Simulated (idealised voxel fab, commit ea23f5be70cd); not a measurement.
process module | voxel trench capacitor
cross-section cut | 185 nm wide | cells 5 nm
A cross-section is a grid of square cells, given in bands from the top down. A band is one or more rows of cells.
Each band's line starts with the height of the band's top and of its bottom, in nm. Then come its materials from left to right, each with its width in nm. One material with "throughout" fills the band from edge to edge. "air" is empty space.
Height 0 is the level under which the wafer as received is all one material. The lowest band goes on downwards, as in "0 down".
A width such as "30 to 40" changes by the same amount from each row of cells to the next, from the band's top row to its bottom row.
"no change" after a step means that no cell of the cross-section changed.
closed voids: empty space of 8 cells or more with no open way to the top, each as width x height at its distance from the left edge, in nm
after a step's settings: what the simulator itself notes on the step
overlay nm, on a step with a mask: how far to the right of its planned place the mask lay; to the left if negative
plan
1 op RECEIVE | material Si
2 op CONFORMAL_DEP | material SiN | thk nm 10
3 op DIRECTIONAL_DEP | material aC | thk nm 15
4 op PATTERN | tone open | mask id TRENCH | material resist | width nm 30 | pitch nm 50 | thk nm 35 | overlay nm 0
5 op DIRECTIONAL_ETCH | etch materials aC | depth nm 15
6 op STRIP | etch materials resist
7 op DIRECTIONAL_ETCH | etch materials SiN | depth nm 10
8 op DIRECTIONAL_ETCH | etch materials Si | depth nm 25
9 op STRIP | etch materials aC
10 op CONFORMAL_DEP | material Al2O3 | thk nm 5
11 op CONFORMAL_DEP | material TiN | thk nm 5
12 op FILL_DEP | material W | thk nm 5
13 op CMP | height nm 10
first wafer, as planned
as received, after step 1
  0 down: Si throughout
  closed voids: none
after step 2
  10 to 0: SiN throughout
  below 0: unchanged
after step 3
  25 to 10: aC throughout
  below 10: unchanged
after step 4
  60 to 25: resist 50 | air 30 | resist 20 | air 30 | resist 55
  below 25: unchanged
after step 5
  45 to 25: resist 50 | air 30 | resist 20 | air 30 | resist 55
  25 to 10: aC 50 | air 30 | aC 20 | air 30 | aC 55
  below 10: unchanged
after step 6
  25 to 10: aC 50 | air 30 | aC 20 | air 30 | aC 55
  below 10: unchanged
after step 7
  25 to 10: aC 50 | air 30 | aC 20 | air 30 | aC 55
  10 to 0: SiN 50 | air 30 | SiN 20 | air 30 | SiN 55
  below 0: unchanged
after step 8
  25 to 10: aC 50 | air 30 | aC 20 | air 30 | aC 55
  10 to 0: SiN 50 | air 30 | SiN 20 | air 30 | SiN 55
  0 to -25: Si 50 | air 30 | Si 20 | air 30 | Si 55
  below -25: unchanged
after step 9
  10 to 0: SiN 50 | air 30 | SiN 20 | air 30 | SiN 55
  below 0: unchanged
after step 10
  15 to 10: Al2O3 55 | air 20 | Al2O3 30 | air 20 | Al2O3 60
  10 to 0: SiN 50 | Al2O3 5 | air 20 | Al2O3 5 | SiN 20 | Al2O3 5 | air 20 | Al2O3 5 | SiN 55
  0 to -20: Si 50 | Al2O3 5 | air 20 | Al2O3 5 | Si 20 | Al2O3 5 | air 20 | Al2O3 5 | Si 55
  -20 to -25: Si 50 | Al2O3 30 | Si 20 | Al2O3 30 | Si 55
  below -25: unchanged
after step 11
  20 to 15: TiN 60 | air 10 | TiN 40 | air 10 | TiN 65
  15 to 10: Al2O3 55 | TiN 5 | air 10 | TiN 5 | Al2O3 30 | TiN 5 | air 10 | TiN 5 | Al2O3 60
  10 to 0: SiN 50 | Al2O3 5 | TiN 5 | air 10 | TiN 5 | Al2O3 5 | SiN 20 | Al2O3 5 | TiN 5 | air 10 | TiN 5 | Al2O3 5 | SiN 55
  0 to -15: Si 50 | Al2O3 5 | TiN 5 | air 10 | TiN 5 | Al2O3 5 | Si 20 | Al2O3 5 | TiN 5 | air 10 | TiN 5 | Al2O3 5 | Si 55
  -15 to -20: Si 50 | Al2O3 5 | TiN 20 | Al2O3 5 | Si 20 | Al2O3 5 | TiN 20 | Al2O3 5 | Si 55
  below -20: unchanged
after step 12
  25 to 20: W throughout
  20 to 15: TiN 60 | W 10 | TiN 40 | W 10 | TiN 65
  15 to 10: Al2O3 55 | TiN 5 | W 10 | TiN 5 | Al2O3 30 | TiN 5 | W 10 | TiN 5 | Al2O3 60
  10 to 0: SiN 50 | Al2O3 5 | TiN 5 | W 10 | TiN 5 | Al2O3 5 | SiN 20 | Al2O3 5 | TiN 5 | W 10 | TiN 5 | Al2O3 5 | SiN 55
  0 to -15: Si 50 | Al2O3 5 | TiN 5 | W 10 | TiN 5 | Al2O3 5 | Si 20 | Al2O3 5 | TiN 5 | W 10 | TiN 5 | Al2O3 5 | Si 55
  below -15: unchanged
after step 13
  10 to 0: SiN 50 | Al2O3 5 | TiN 5 | W 10 | TiN 5 | Al2O3 5 | SiN 20 | Al2O3 5 | TiN 5 | W 10 | TiN 5 | Al2O3 5 | SiN 55
  below 0: unchanged
second wafer: like start, like plan, one mistake. Through step 3 it matches the first wafer
when step 4 should have ended
  60 to 25: resist 40 | air 30 | resist 20 | air 30 | resist 65
  below 25: unchanged
when step 5 should have ended
  45 to 25: resist 40 | air 30 | resist 20 | air 30 | resist 65
  25 to 10: aC 40 | air 30 | aC 20 | air 30 | aC 65
  below 10: unchanged
when step 6 should have ended
  25 to 10: aC 40 | air 30 | aC 20 | air 30 | aC 65
  below 10: unchanged
when step 7 should have ended
  25 to 10: aC 40 | air 30 | aC 20 | air 30 | aC 65
  10 to 0: SiN 40 | air 30 | SiN 20 | air 30 | SiN 65
  below 0: unchanged
when step 8 should have ended
  25 to 10: aC 40 | air 30 | aC 20 | air 30 | aC 65
  10 to 0: SiN 40 | air 30 | SiN 20 | air 30 | SiN 65
  0 to -25: Si 40 | air 30 | Si 20 | air 30 | Si 65
  below -25: unchanged
when step 9 should have ended
  10 to 0: SiN 40 | air 30 | SiN 20 | air 30 | SiN 65
  below 0: unchanged
when step 10 should have ended
  15 to 10: Al2O3 45 | air 20 | Al2O3 30 | air 20 | Al2O3 70
  10 to 0: SiN 40 | Al2O3 5 | air 20 | Al2O3 5 | SiN 20 | Al2O3 5 | air 20 | Al2O3 5 | SiN 65
  0 to -20: Si 40 | Al2O3 5 | air 20 | Al2O3 5 | Si 20 | Al2O3 5 | air 20 | Al2O3 5 | Si 65
  -20 to -25: Si 40 | Al2O3 30 | Si 20 | Al2O3 30 | Si 65
  below -25: unchanged
when step 11 should have ended
  20 to 15: TiN 50 | air 10 | TiN 40 | air 10 | TiN 75
  15 to 10: Al2O3 45 | TiN 5 | air 10 | TiN 5 | Al2O3 30 | TiN 5 | air 10 | TiN 5 | Al2O3 70
  10 to 0: SiN 40 | Al2O3 5 | TiN 5 | air 10 | TiN 5 | Al2O3 5 | SiN 20 | Al2O3 5 | TiN 5 | air 10 | TiN 5 | Al2O3 5 | SiN 65
  0 to -15: Si 40 | Al2O3 5 | TiN 5 | air 10 | TiN 5 | Al2O3 5 | Si 20 | Al2O3 5 | TiN 5 | air 10 | TiN 5 | Al2O3 5 | Si 65
  -15 to -20: Si 40 | Al2O3 5 | TiN 20 | Al2O3 5 | Si 20 | Al2O3 5 | TiN 20 | Al2O3 5 | Si 65
  below -20: unchanged
when step 12 should have ended
  25 to 20: W throughout
  20 to 15: TiN 50 | W 10 | TiN 40 | W 10 | TiN 75
  15 to 10: Al2O3 45 | TiN 5 | W 10 | TiN 5 | Al2O3 30 | TiN 5 | W 10 | TiN 5 | Al2O3 70
  10 to 0: SiN 40 | Al2O3 5 | TiN 5 | W 10 | TiN 5 | Al2O3 5 | SiN 20 | Al2O3 5 | TiN 5 | W 10 | TiN 5 | Al2O3 5 | SiN 65
  0 to -15: Si 40 | Al2O3 5 | TiN 5 | W 10 | TiN 5 | Al2O3 5 | Si 20 | Al2O3 5 | TiN 5 | W 10 | TiN 5 | Al2O3 5 | Si 65
  below -15: unchanged
when step 13 should have ended
  10 to 0: SiN 40 | Al2O3 5 | TiN 5 | W 10 | TiN 5 | Al2O3 5 | SiN 20 | Al2O3 5 | TiN 5 | W 10 | TiN 5 | Al2O3 5 | SiN 65
  below 0: unchanged
what went wrong: step 4 ran as: op PATTERN | tone open | mask id TRENCH | material resist | width nm 30 | pitch nm 50 | thk nm 35 | overlay nm -10
at the end the second wafer has, in cells: as many of each material as the first, in other places
